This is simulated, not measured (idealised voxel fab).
The process module presented herein is designated voxel trench capacitor.
The cross-section on display is named cut; it measures 245 nm wide, and its cells are 5 nm squares.
Square cells in a grid make up a cross-section in this document, and the grid is given as bands, listed from the top down, each one or more rows of cells.
Basically the band line says how high the top is and how high the bottom is, in nm, and then what's in it from left to right, every material with its width in nm. Empty space shows up as "empty", and if a single material carries "full width" it runs the full band edge to edge.
Beneath 0, the wafer as received is one material, and that level is where height counting begins. The lowest band goes on downward without a bottom; it is written like "0..down".
Width spec "30..40" -> top row of cells at first value, bottom row at second value, equal per-row change in between.
"no alterations made" (step): cross-section cells unchanged, all of them.
"Sealed internal cavities" contains a list of empty spaces, each no smaller than 8 cells and without an open way to the top, written in the form width x height at distance with the distance from the left edge and all three in nm.
The remark found on a step's line after its settings is issued by the simulator itself and pertains to that step.
The "overlay nm" setting may appear on a step's line; for a step that uses a mask, it gives how far to the right of its planned position the mask lay, and a negative value indicates the left.
These are the steps we planned for the process
1,RECEIVE, material Si
2,CONFORMAL_DEP, material SiN, thk nm 5
3,DIRECTIONAL_DEP, material aC, thk nm 15
4,PATTERN, tone open, mask id TRENCH, material resist, width nm 25, pitch nm 50, thk nm 30, overlay nm 0
5,DIRECTIONAL_ETCH, etch materials aC, depth nm 15
6,STRIP, etch materials resist
7,DIRECTIONAL_ETCH, etch materials SiN, depth nm 5
8,DIRECTIONAL_ETCH, etch materials Si, depth nm 25
9,STRIP, etch materials aC
10,CONFORMAL_DEP, material HfO2, thk nm 5
11,CONFORMAL_DEP, material TiN, thk nm 5
12,FILL_DEP, material W, thk nm 5
13,CMP, height nm 5
Cross-section of the incoming wafer, state after step 1
  0..down  Si full width
  Sealed internal cavities: none
Cross-sectional view of the first of the two wafers upon completion of the module, processed in accordance with the plan
  5..0  60 of SiN, 5 of HfO2, 5 of TiN, 5 of W, 5 of TiN, 5 of HfO2, 25 of SiN, 5 of HfO2, 5 of TiN, 5 of W, 5 of TiN, 5 of HfO2, 25 of SiN, 5 of HfO2, 5 of TiN, 5 of W, 5 of TiN, 5 of HfO2, 60 of SiN
  0..-15  60 of Si, 5 of HfO2, 5 of TiN, 5 of W, 5 of TiN, 5 of HfO2, 25 of Si, 5 of HfO2, 5 of TiN, 5 of W, 5 of TiN, 5 of HfO2, 25 of Si, 5 of HfO2, 5 of TiN, 5 of W, 5 of TiN, 5 of HfO2, 60 of Si
  -15..-20  60 of Si, 5 of HfO2, 15 of TiN, 5 of HfO2, 25 of Si, 5 of HfO2, 15 of TiN, 5 of HfO2, 25 of Si, 5 of HfO2, 15 of TiN, 5 of HfO2, 60 of Si
  -20..-25  60 of Si, 25 of HfO2, 25 of Si, 25 of HfO2, 25 of Si, 25 of HfO2, 60 of Si
  -25..down  Si full width
  Sealed internal cavities: none
Second wafer of the two, sectioned at the end of the module. It began like the first and followed the same plan, but one mistake was made while running it
  5..0  65 of SiN, 5 of HfO2, 10 of TiN, 5 of HfO2, 30 of SiN, 5 of HfO2, 10 of TiN, 5 of HfO2, 30 of SiN, 5 of HfO2, 10 of TiN, 5 of HfO2, 60 of SiN
  0..-20  65 of Si, 5 of HfO2, 10 of TiN, 5 of HfO2, 30 of Si, 5 of HfO2, 10 of TiN, 5 of HfO2, 30 of Si, 5 of HfO2, 10 of TiN, 5 of HfO2, 60 of Si
  -20..-25  65 of Si, 20 of HfO2, 30 of Si, 20 of HfO2, 30 of Si, 20 of HfO2, 60 of Si
  -25..down  Si full width
  Sealed internal cavities: none
The mistake made against the process plan was this: step 4 ran as: PATTERN, tone open, mask id TRENCH, material resist, width nm 20, pitch nm 50, thk nm 30, overlay nm 0
Heads up, by the end the second wafer has more or fewer cells of some materials compared to the first: 3 fewer of HfO2 | 15 more of Si | 3 more of SiN | 3 fewer of TiN | 12 fewer of W
